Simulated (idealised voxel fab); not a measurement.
Name of the process module below: voxel capacitor over wiring
FYI the section here is cut, 240 nm wide, cells are 5 nm squares.
Each cross-section below is a grid of square cells, stated as bands in top-down order, with one or more rows of cells making up each band.
First you get the band's top height and its bottom height, in nm, and then the materials it's made of, left to right, with each width in nm. If you see a single material with "edge to edge", that one covers the band edge to edge. "blank" is empty space.
Measure heights from 0. That's the level where, below it, the as-received wafer is all one material. The lowest band is bottomless and extends downward; write it as in "z 0 and below".
With a width like "30->40", each row of cells in the band differs from the next by the same amount, the top row carrying the first number and the bottom row the second.
No cell of the cross-section changed in a step that is given as "no modifications".
Entry "Enclosed cavity list" = empty spaces >= 8 cells with no open way to the top; each as width x height at distance, distance from left edge, all nm.
On a step's line, text after the settings is the simulator commenting on that step.
overlay nm: mask offset rightward from planned place, masked step; negative means leftward offset.

-- The process steps that were planned are listed below
1: RECEIVE: material Si
2: CONFORMAL_DEP: material SiO2, thk nm 10
3: CONFORMAL_DEP: material SiCN, thk nm 5
4: DIRECTIONAL_DEP: material lowk, thk nm 15
5: MASKED_ETCH: tone open, mask id METAL_1, width nm 20, pitch nm 85, etch materials lowk, depth nm 15, overlay nm 0
6: MASKED_ETCH: tone open, mask id METAL_1, width nm 20, pitch nm 85, etch materials SiCN, depth nm 5, overlay nm 0
7: CONFORMAL_DEP: material TiN, thk nm 5
8: FILL_DEP: material Cu, thk nm 10
9: CMP: height nm 30
10: EPI: material Ru, thk nm 5
11: FILL_DEP: material SiCN, thk nm 5
12: DIRECTIONAL_DEP: material SiO2, thk nm 10
13: MASKED_ETCH: tone open, mask id PLUG_1, width nm 15, etch materials SiO2, depth nm 10, overlay nm 0
14: MASKED_ETCH: tone open, mask id PLUG_1, width nm 15, etch materials SiCN, depth nm 5, overlay nm 0
15: CONFORMAL_DEP: material TiN, thk nm 5
16: FILL_DEP: material Ru, thk nm 10
17: CMP: height nm 50
18: DIRECTIONAL_DEP: material TiN, thk nm 5
19: DIRECTIONAL_DEP: material Al2O3, thk nm 5
20: DIRECTIONAL_DEP: material TiN, thk nm 5
21: PATTERN: tone cover, mask id UPPER_PLATE, material resist, width nm 70, thk nm 20, overlay nm 0
22: DIRECTIONAL_ETCH: etch materials TiN, depth nm 5
23: DIRECTIONAL_ETCH: etch materials Al2O3, depth nm 5
24: STRIP: etch materials resist
25: MASKED_ETCH: tone cover, mask id LOWER_PLATE, width nm 80, etch materials TiN, depth nm 5, overlay nm 0
26: FILL_DEP: material SiO2, thk nm 20
27: CMP: height nm 80
28: PATTERN: tone open, mask id PLUG_2, material resist, width nm 15, thk nm 20, overlay nm 0
29: DIRECTIONAL_ETCH: etch materials SiO2, depth nm 15
30: STRIP: etch materials resist
31: CONFORMAL_DEP: material TiN, thk nm 5
32: FILL_DEP: material Ru, thk nm 5
33: CMP: height nm 80
34: CONFORMAL_DEP: material SiN, thk nm 5

-- as received, after step 1
    z 0 and below = Si edge to edge
    Enclosed cavity list: none

-- First wafer of two, sectioned at end of module; run went per plan
    z 85 to 80 = SiN edge to edge
    z 80 to 70 = SiO2 (80), TiN (5), Ru (5), TiN (5), SiO2 (145)
    z 70 to 60 = SiO2 (80->70), TiN (15->70), SiO2 (145->100)
    z 60 to 55 = SiO2 (70), Al2O3 (70), SiO2 (100)
    z 55 to 50 = SiO2 (65), TiN (80), SiO2 (95)
    z 50 to 40 = SiO2 (70), TiN (5), Ru (5), TiN (5), SiO2 (155)
    z 40 to 35 = SiCN (70), TiN (15), SiCN (155)
    z 35 to 30 = SiCN (60), Ru (30), SiCN (55), Ru (30), SiCN (65)
    z 30 to 15 = lowk (65), TiN (5), Cu (10), TiN (5), lowk (65), TiN (5), Cu (10), TiN (5), lowk (70)
    z 15 to 10 = SiCN (65), TiN (20), SiCN (65), TiN (20), SiCN (70)
    z 10 to 0 = SiO2 edge to edge
    z 0 and below = Si edge to edge
    Enclosed cavity list: none

-- Wafer two, end of module, cross-section. Same start, same plan as wafer one. One mistake in the run
    z 85 to 80 = SiN edge to edge
    z 80 to 70 = SiO2 (80), TiN (5), Ru (5), TiN (5), SiO2 (145)
    z 70 to 60 = SiO2 (80->70), TiN (15->70), SiO2 (145->100)
    z 60 to 55 = SiO2 (70), Al2O3 (70), SiO2 (100)
    z 55 to 50 = SiO2 (65), TiN (80), SiO2 (95)
    z 50 to 45 = Ru (55), TiN (20), Ru (5), TiN (15), Ru (45), TiN (40), Ru (60)
    z 45 to 40 = TiN (60), SiO2 (10), TiN (5), Ru (5), TiN (5), SiO2 (5), TiN (55), SiO2 (30), TiN (65)
    z 40 to 35 = SiO2 (70), TiN (15), SiO2 (155)
    z 35 to 30 = SiO2 (60), Ru (30), SiO2 (55), Ru (30), SiO2 (65)
    z 30 to 15 = lowk (65), TiN (5), Cu (10), TiN (5), lowk (65), TiN (5), Cu (10), TiN (5), lowk (70)
    z 15 to 10 = SiCN (65), TiN (20), SiCN (65), TiN (20), SiCN (70)
    z 10 to 0 = SiO2 edge to edge
    z 0 and below = Si edge to edge
    Enclosed cavity list: none
Deviation noted in wafer processing: plan step 11 never ran because it was skipped
Count the cells at the end and the second wafer has more or fewer of some materials than the first: Ru: 32 more, SiCN: 81 fewer, TiN: 49 more
